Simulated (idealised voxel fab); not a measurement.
Proc. module: voxel self aligned vias
Cross-section cut spans 220 nm and uses square cells 5 nm in size.
If you're reading a cross-section in this doc, picture square cells in a grid; it comes to you as bands, top ones listed first down to the bottom, and a band can be one or more rows of cells. Each band's line starts with the height of the band's top and of its bottom, in nm. Then come its materials from left to right, each with its width in nm. One material with "everywhere" fills the band from edge to edge. "blank" is empty space. Heights are expressed relative to 0, this being the level below which the as-received wafer comprises one material exclusively. The lowest band is unbounded in the downward direction and is denoted as in "top 0, no bottom". So if you see something like "30->40" for the width, read it as the top row of the band sitting at the first number and the bottom row at the second, with every row in between moving by the same amount as the last. No cell of the cross-section changed in a step that is given as "no change occurred". Under "Fully sealed voids" you'll find the enclosed gaps, the ones with no way out to the top, that are 8 cells or bigger; each reads width x height at distance, with distance counted from the left edge, everything in nm. Past the settings on a step's line: simulator remark, on that step. overlay nm: on a step with a mask, how far right of its planned place the mask lay; negative means left.

These are the steps we planned for the process
1) RECEIVE (material Si)
2) CONFORMAL_DEP (material SiO2; thk nm 15)
3) CONFORMAL_DEP (material SiCN; thk nm 5)
4) DIRECTIONAL_DEP (material SiO2; thk nm 30)
5) PATTERN (tone open; mask id LINES; material resist; width nm 20; pitch nm 50; thk nm 15; overlay nm 0)
6) DIRECTIONAL_ETCH (etch materials SiO2; depth nm 30)
7) STRIP (etch materials resist)
8) CONFORMAL_DEP (material TiN; thk nm 5)
9) FILL_DEP (material Ru; thk nm 5)
10) CMP (height nm 50)
11) SELECTIVE_ETCH (etch materials W Ru TiN; depth nm 10)
12) FILL_DEP (material SiN; thk nm 10)
13) CMP (height nm 50)
14) DIRECTIONAL_DEP (material SiO2; thk nm 20)
15) DIRECTIONAL_DEP (material aC; thk nm 10)
16) PATTERN (tone open; mask id VIAS; material resist; width nm 30; thk nm 30; overlay nm 0)
17) DIRECTIONAL_ETCH (etch materials aC; depth nm 10)
18) STRIP (etch materials resist)
19) DIRECTIONAL_ETCH (etch materials SiO2; depth nm 20)
20) DIRECTIONAL_ETCH (etch materials SiN; depth nm 10)
21) STRIP (etch materials aC)
22) CONFORMAL_DEP (material TiN; thk nm 5)
23) FILL_DEP (material Ru; thk nm 5)
24) CMP (height nm 70)
25) CONFORMAL_DEP (material SiCN; thk nm 5)

As-received wafer cross-section (after step 1)
- top 0, no bottom = Si everywhere
- Fully sealed voids: none

The cross-section shown corresponds to the wafer at the conclusion of the module. The initial structure and the process plan are those presented above; however, one mistake occurred in executing the plan
- top 65, bottom 60 = SiCN everywhere
- top 60, bottom 50 = SiO2=70; TiN=5->10; Ru=20->10; TiN=5->10; SiO2=120
- top 50, bottom 45 = SiO2=75; TiN=5; Ru=10; TiN=5; SiO2=30; SiN=20; SiO2=75
- top 45, bottom 40 = SiO2=75; TiN=20; SiO2=30; SiN=20; SiO2=75
- top 40, bottom 25 = SiO2=75; TiN=5; Ru=10; TiN=5; SiO2=30; TiN=5; Ru=10; TiN=5; SiO2=75
- top 25, bottom 20 = SiO2=75; TiN=20; SiO2=30; TiN=20; SiO2=75
- top 20, bottom 15 = SiCN everywhere
- top 15, bottom 0 = SiO2 everywhere
- top 0, no bottom = Si everywhere
- Fully sealed voids: none
Finding, execution versus plan: step 24 did not use the planned setting and instead ran as CMP (height nm 60)
